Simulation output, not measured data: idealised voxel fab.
A process module follows: voxel self aligned contacts.
Square cells of 5 nm make up the cross-section cut, whose width is 235 nm.
Square cells in a grid make up a cross-section in this document, and the grid is given as bands, listed from the top down, each one or more rows of cells. Quick guide to a band line: top height, bottom height (nm) up front; then every material left to right with its width in nm. Only one material and it's marked "everywhere"? Then it fills the band edge to edge. And "blank" just means empty space. Height reference: 0 = level under which incoming wafer is all one material. Lowest band: no bottom, runs on downward, e.g. "0..down". Graded width ("30->40"): value in top row of band = first number; value in bottom row = second number; row-to-row change constant. No cell of the cross-section changed in a step that is given as "no modification". Empty spaces without an open route to the top, at least 8 cells in extent, make up the entry "Voids lacking openings"; each is given as width x height at distance, where the distance is measured from the left edge, and all are in nm. If you see something after the settings on a step's line, that's the simulator's own remark about that step. Among the settings permitted on a step's line is "overlay nm"; applied to a step with a mask, it specifies the extent to which the mask lay to the right of its planned position, whereas a negative figure signifies a position to the left.
Listed below are the process steps as planned:
1 RECEIVE: material Si
2 OXIDIZE: depth nm 5
3 DIRECTIONAL_DEP: material polySi, thk nm 20
4 DIRECTIONAL_DEP: material SiN, thk nm 15
5 DIRECTIONAL_DEP: material aC, thk nm 15
6 PATTERN: tone cover, mask id GATE, material resist, width nm 35, pitch nm 60, thk nm 30, overlay nm 0
7 DIRECTIONAL_ETCH: etch materials aC, depth nm 15
8 STRIP: etch materials resist
9 DIRECTIONAL_ETCH: etch materials SiN, depth nm 15
10 DIRECTIONAL_ETCH: etch materials polySi, depth nm 20
11 STRIP: etch materials aC
12 CONFORMAL_DEP: material SiN, thk nm 5
13 DIRECTIONAL_ETCH: etch materials SiN, depth nm 5
14 FILL_DEP: material SiO2, thk nm 10
15 CMP: height nm 40
16 DIRECTIONAL_DEP: material aC, thk nm 10
17 PATTERN: tone open, mask id CONTACT, material resist, width nm 35, thk nm 30, overlay nm -15
18 DIRECTIONAL_ETCH: etch materials aC, depth nm 10
19 STRIP: etch materials resist
20 DIRECTIONAL_ETCH: etch materials SiO2, depth nm 45
21 STRIP: etch materials aC
22 CONFORMAL_DEP: material TiN, thk nm 5
23 FILL_DEP: material Ru, thk nm 10
24 CMP: height nm 40
25 CONFORMAL_DEP: material SiN, thk nm 5
Variable across wafers: step 17 overlay nm (plan value is that of the first wafer; starting state common to all).
Step 1 complete: as-received cross-section of the first of several wafers:
- 0..down = Si everywhere
- Voids lacking openings: none
Every row in this table is a wafer at the end of the module, and it gives, for each of the materials, the cells that wafer has gained (+) or lost (-) since it was received, then its closed voids:
overlay nm -15 | -47 Si | +117 SiN | +274 SiO2 | +23 TiN | +56 polySi | Voids lacking openings: none
overlay nm -10 | +8 Ru | -47 Si | +117 SiN | +266 SiO2 | +23 TiN | +56 polySi | Voids lacking openings: none
overlay nm -5 | +8 Ru | -47 Si | +117 SiN | +266 SiO2 | +23 TiN | +56 polySi | Voids lacking openings: none
overlay nm 0 | +8 Ru | -47 Si | +117 SiN | +266 SiO2 | +23 TiN | +56 polySi | Voids lacking openings: none
overlay nm 5 | +8 Ru | -47 Si | +117 SiN | +266 SiO2 | +23 TiN | +56 polySi | Voids lacking openings: none
overlay nm 10 | +8 Ru | -47 Si | +117 SiN | +266 SiO2 | +23 TiN | +56 polySi | Voids lacking openings: none
overlay nm 15 | -47 Si | +117 SiN | +274 SiO2 | +23 TiN | +56 polySi | Voids lacking openings: none
